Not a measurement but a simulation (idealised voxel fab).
You're looking at the process module voxel air gaps.
FYI the section here is cut, 175 nm wide, cells are 5 nm squares.
Cross-sections here: square-cell grids, written as top-down lists of bands, a band being one or more rows of cells.
A band entry consists of two parts. The first gives the height of the band's top and the height of its bottom, in nm. The rest lists the band's materials from left to right, each with its width in nm. A single material labelled with the word "edge to edge" fills the band from edge to edge, and the word "blank" marks empty space.
Where do heights start? At 0: under that level the wafer as delivered is made of one material only. And the lowest band has no floor; it just carries on downward, as in "top 0, no bottom".
Read "30..40" as a graded width: first number on top, second number at the bottom, same change between each pair of neighbouring rows.
"nothing different" after a step means that no cell of the cross-section changed.
"Closed internal voids" contains a list of empty spaces, each no smaller than 8 cells and without an open way to the top, written in the form width x height at distance with the distance from the left edge and all three in nm.
What comes after the settings on a step's line is commentary from the simulator itself on that step.
If you see "overlay nm" on a step's line and that step has a mask, it's telling you how far right of where it was planned the mask ended up; a negative number means it went left instead.
plan
- 1: RECEIVE,material Si
- 2: CONFORMAL_DEP,material SiO2,thk nm 15
- 3: CONFORMAL_DEP,material SiCN,thk nm 5
- 4: DIRECTIONAL_DEP,material lowk,thk nm 35
- 5: DIRECTIONAL_DEP,material aC,thk nm 15
- 6: PATTERN,tone open,mask id LINES,material resist,width nm 25,pitch nm 50,thk nm 30,overlay nm 0
- 7: DIRECTIONAL_ETCH,etch materials aC,depth nm 15
- 8: STRIP,etch materials resist
- 9: DIRECTIONAL_ETCH,etch materials lowk,depth nm 35
- 10: STRIP,etch materials aC
- 11: CONFORMAL_DEP,material TiN,thk nm 5
- 12: FILL_DEP,material Cu,thk nm 5
- 13: CMP,height nm 55
- 14: EPI,material Ru,thk nm 10
- 15: SELECTIVE_ETCH,etch materials lowk,depth nm 45
- 16: CONFORMAL_DEP,material SiCN,thk nm 5
Account of the first of two wafers, which was processed as intended
Here's what the wafer looked like in cross-section when it arrived - that's after step 1
  top 0, no bottom | Si edge to edge
  Closed internal voids: none
Cross-section through the wafer, step 2 finished
  top 15, bottom 0 | SiO2 edge to edge
  Under the height 0 nothing was changed.
Cross-section through the wafer, step 3 finished
  top 20, bottom 15 | SiCN edge to edge
  Under the height 15 nothing was changed.
Cross-section through the wafer, step 4 finished
  top 55, bottom 20 | lowk edge to edge
  Under the height 20 nothing was changed.
Cross-section through the wafer, step 5 finished
  top 70, bottom 55 | aC edge to edge
  Under the height 55 nothing was changed.
Cross-section through the wafer, step 6 finished
  top 100, bottom 70 | 25 of resist / 25 of blank / 25 of resist / 25 of blank / 25 of resist / 25 of blank / 25 of resist
  Under the height 70 nothing was changed.
Cross-section through the wafer, step 7 finished
  top 85, bottom 70 | 25 of resist / 25 of blank / 25 of resist / 25 of blank / 25 of resist / 25 of blank / 25 of resist
  top 70, bottom 55 | 25 of aC / 25 of blank / 25 of aC / 25 of blank / 25 of aC / 25 of blank / 25 of aC
  Under the height 55 nothing was changed.
Cross-section through the wafer, step 8 finished
  top 70, bottom 55 | 25 of aC / 25 of blank / 25 of aC / 25 of blank / 25 of aC / 25 of blank / 25 of aC
  Under the height 55 nothing was changed.
Cross-section through the wafer, step 9 finished
  top 70, bottom 55 | 25 of aC / 25 of blank / 25 of aC / 25 of blank / 25 of aC / 25 of blank / 25 of aC
  top 55, bottom 20 | 25 of lowk / 25 of blank / 25 of lowk / 25 of blank / 25 of lowk / 25 of blank / 25 of lowk
  Under the height 20 nothing was changed.
Cross-section through the wafer, step 10 finished
  top 55, bottom 20 | 25 of lowk / 25 of blank / 25 of lowk / 25 of blank / 25 of lowk / 25 of blank / 25 of lowk
  Under the height 20 nothing was changed.
Cross-section through the wafer, step 11 finished
  top 60, bottom 55 | 30 of TiN / 15 of blank / 35 of TiN / 15 of blank / 35 of TiN / 15 of blank / 30 of TiN
  top 55, bottom 25 | 25 of lowk / 5 of TiN / 15 of blank / 5 of TiN / 25 of lowk / 5 of TiN / 15 of blank / 5 of TiN / 25 of lowk / 5 of TiN / 15 of blank / 5 of TiN / 25 of lowk
  top 25, bottom 20 | 25 of lowk / 25 of TiN / 25 of lowk / 25 of TiN / 25 of lowk / 25 of TiN / 25 of lowk
  Under the height 20 nothing was changed.
Cross-section through the wafer, step 12 finished
  top 65, bottom 60 | Cu edge to edge
  top 60, bottom 55 | 30 of TiN / 15 of Cu / 35 of TiN / 15 of Cu / 35 of TiN / 15 of Cu / 30 of TiN
  top 55, bottom 25 | 25 of lowk / 5 of TiN / 15 of Cu / 5 of TiN / 25 of lowk / 5 of TiN / 15 of Cu / 5 of TiN / 25 of lowk / 5 of TiN / 15 of Cu / 5 of TiN / 25 of lowk
  Under the height 25 nothing was changed.
Cross-section through the wafer, step 13 finished
  top 55, bottom 25 | 25 of lowk / 5 of TiN / 15 of Cu / 5 of TiN / 25 of lowk / 5 of TiN / 15 of Cu / 5 of TiN / 25 of lowk / 5 of TiN / 15 of Cu / 5 of TiN / 25 of lowk
  Under the height 25 nothing was changed.
Cross-section through the wafer, step 14 finished
  top 65, bottom 55 | 15 of blank / 45 of Ru / 5 of blank / 45 of Ru / 5 of blank / 45 of Ru / 15 of blank
  Under the height 55 nothing was changed.
Cross-section through the wafer, step 15 finished
  top 65, bottom 55 | 15 of blank / 45 of Ru / 5 of blank / 45 of Ru / 5 of blank / 45 of Ru / 15 of blank
  top 55, bottom 25 | 25 of blank / 5 of TiN / 15 of Cu / 5 of TiN / 25 of blank / 5 of TiN / 15 of Cu / 5 of TiN / 25 of blank / 5 of TiN / 15 of Cu / 5 of TiN / 25 of blank
  top 25, bottom 20 | 25 of blank / 25 of TiN / 25 of blank / 25 of TiN / 25 of blank / 25 of TiN / 25 of blank
  Under the height 20 nothing was changed.
Cross-section through the wafer, step 16 finished
  top 70, bottom 65 | 10 of blank / 155 of SiCN / 10 of blank
  top 65, bottom 55 | 10 of blank / 5 of SiCN / 45 of Ru / 5 of SiCN / 45 of Ru / 5 of SiCN / 45 of Ru / 5 of SiCN / 10 of blank
  top 55, bottom 50 | 10 of blank / 15 of SiCN / 5 of TiN / 15 of Cu / 5 of TiN / 25 of SiCN / 5 of TiN / 15 of Cu / 5 of TiN / 25 of SiCN / 5 of TiN / 15 of Cu / 5 of TiN / 15 of SiCN / 10 of blank
  top 50, bottom 25 | 20 of blank / 5 of SiCN / 5 of TiN / 15 of Cu / 5 of TiN / 5 of SiCN / 15 of blank / 5 of SiCN / 5 of TiN / 15 of Cu / 5 of TiN / 5 of SiCN / 15 of blank / 5 of SiCN / 5 of TiN / 15 of Cu / 5 of TiN / 5 of SiCN / 20 of blank
  top 25, bottom 20 | 25 of SiCN / 25 of TiN / 25 of SiCN / 25 of TiN / 25 of SiCN / 25 of TiN / 25 of SiCN
  Under the height 20 nothing was changed.
  Closed internal voids: 15 x 25 at 55; 15 x 25 at 105
Second wafer, same starting conditions and recipe as the first, one mistake in executing it, nothing differs from the first up to and including step 5
when step 6 should have ended
  top 100, bottom 70 | 30 of resist / 15 of blank / 35 of resist / 15 of blank / 35 of resist / 15 of blank / 30 of resist
  Under the height 70 nothing was changed.
when step 7 should have ended
  top 85, bottom 70 | 30 of resist / 15 of blank / 35 of resist / 15 of blank / 35 of resist / 15 of blank / 30 of resist
  top 70, bottom 55 | 30 of aC / 15 of blank / 35 of aC / 15 of blank / 35 of aC / 15 of blank / 30 of aC
  Under the height 55 nothing was changed.
when step 8 should have ended
  top 70, bottom 55 | 30 of aC / 15 of blank / 35 of aC / 15 of blank / 35 of aC / 15 of blank / 30 of aC
  Under the height 55 nothing was changed.
when step 9 should have ended
  top 70, bottom 55 | 30 of aC / 15 of blank / 35 of aC / 15 of blank / 35 of aC / 15 of blank / 30 of aC
  top 55, bottom 20 | 30 of lowk / 15 of blank / 35 of lowk / 15 of blank / 35 of lowk / 15 of blank / 30 of lowk
  Under the height 20 nothing was changed.
when step 10 should have ended
  top 55, bottom 20 | 30 of lowk / 15 of blank / 35 of lowk / 15 of blank / 35 of lowk / 15 of blank / 30 of lowk
  Under the height 20 nothing was changed.
when step 11 should have ended
  top 60, bottom 55 | 35 of TiN / 5 of blank / 45 of TiN / 5 of blank / 45 of TiN / 5 of blank / 35 of TiN
  top 55, bottom 25 | 30 of lowk / 5 of TiN / 5 of blank / 5 of TiN / 35 of lowk / 5 of TiN / 5 of blank / 5 of TiN / 35 of lowk / 5 of TiN / 5 of blank / 5 of TiN / 30 of lowk
  top 25, bottom 20 | 30 of lowk / 15 of TiN / 35 of lowk / 15 of TiN / 35 of lowk / 15 of TiN / 30 of lowk
  Under the height 20 nothing was changed.
when step 12 should have ended
  top 65, bottom 60 | Cu edge to edge
  top 60, bottom 55 | 35 of TiN / 5 of Cu / 45 of TiN / 5 of Cu / 45 of TiN / 5 of Cu / 35 of TiN
  top 55, bottom 25 | 30 of lowk / 5 of TiN / 5 of Cu / 5 of TiN / 35 of lowk / 5 of TiN / 5 of Cu / 5 of TiN / 35 of lowk / 5 of TiN / 5 of Cu / 5 of TiN / 30 of lowk
  Under the height 25 nothing was changed.
when step 13 should have ended
  top 55, bottom 25 | 30 of lowk / 5 of TiN / 5 of Cu / 5 of TiN / 35 of lowk / 5 of TiN / 5 of Cu / 5 of TiN / 35 of lowk / 5 of TiN / 5 of Cu / 5 of TiN / 30 of lowk
  Under the height 25 nothing was changed.
when step 14 should have ended
  top 65, bottom 55 | 20 of blank / 35 of Ru / 15 of blank / 35 of Ru / 15 of blank / 35 of Ru / 20 of blank
  Under the height 55 nothing was changed.
when step 15 should have ended
  top 65, bottom 55 | 20 of blank / 35 of Ru / 15 of blank / 35 of Ru / 15 of blank / 35 of Ru / 20 of blank
  top 55, bottom 25 | 30 of blank / 5 of TiN / 5 of Cu / 5 of TiN / 35 of blank / 5 of TiN / 5 of Cu / 5 of TiN / 35 of blank / 5 of TiN / 5 of Cu / 5 of TiN / 30 of blank
  top 25, bottom 20 | 30 of blank / 15 of TiN / 35 of blank / 15 of TiN / 35 of blank / 15 of TiN / 30 of blank
  Under the height 20 nothing was changed.
when step 16 should have ended
  top 70, bottom 65 | 15 of blank / 45 of SiCN / 5 of blank / 45 of SiCN / 5 of blank / 45 of SiCN / 15 of blank
  top 65, bottom 55 | 15 of blank / 5 of SiCN / 35 of Ru / 5 of SiCN / 5 of blank / 5 of SiCN / 35 of Ru / 5 of SiCN / 5 of blank / 5 of SiCN / 35 of Ru / 5 of SiCN / 15 of blank
  top 55, bottom 50 | 15 of blank / 15 of SiCN / 5 of TiN / 5 of Cu / 5 of TiN / 15 of SiCN / 5 of blank / 15 of SiCN / 5 of TiN / 5 of Cu / 5 of TiN / 15 of SiCN / 5 of blank / 15 of SiCN / 5 of TiN / 5 of Cu / 5 of TiN / 15 of SiCN / 15 of blank
  top 50, bottom 25 | 25 of blank / 5 of SiCN / 5 of TiN / 5 of Cu / 5 of TiN / 5 of SiCN / 25 of blank / 5 of SiCN / 5 of TiN / 5 of Cu / 5 of TiN / 5 of SiCN / 25 of blank / 5 of SiCN / 5 of TiN / 5 of Cu / 5 of TiN / 5 of SiCN / 25 of blank
  top 25, bottom 20 | 30 of SiCN / 15 of TiN / 35 of SiCN / 15 of TiN / 35 of SiCN / 15 of TiN / 30 of SiCN
  Under the height 20 nothing was changed.
Against the plan, the run slipped here: not per plan at step 6, really ran PATTERN,tone open,mask id LINES,material resist,width nm 15,pitch nm 50,thk nm 30,overlay nm 0
Once processing is complete, comparing cell counts shows that the second wafer has more or fewer of certain materials than the first: Cu -36, Ru -12, SiCN +8, TiN -6
The second wafer ends with 0 closed voids, and the first wafer ends with 2.
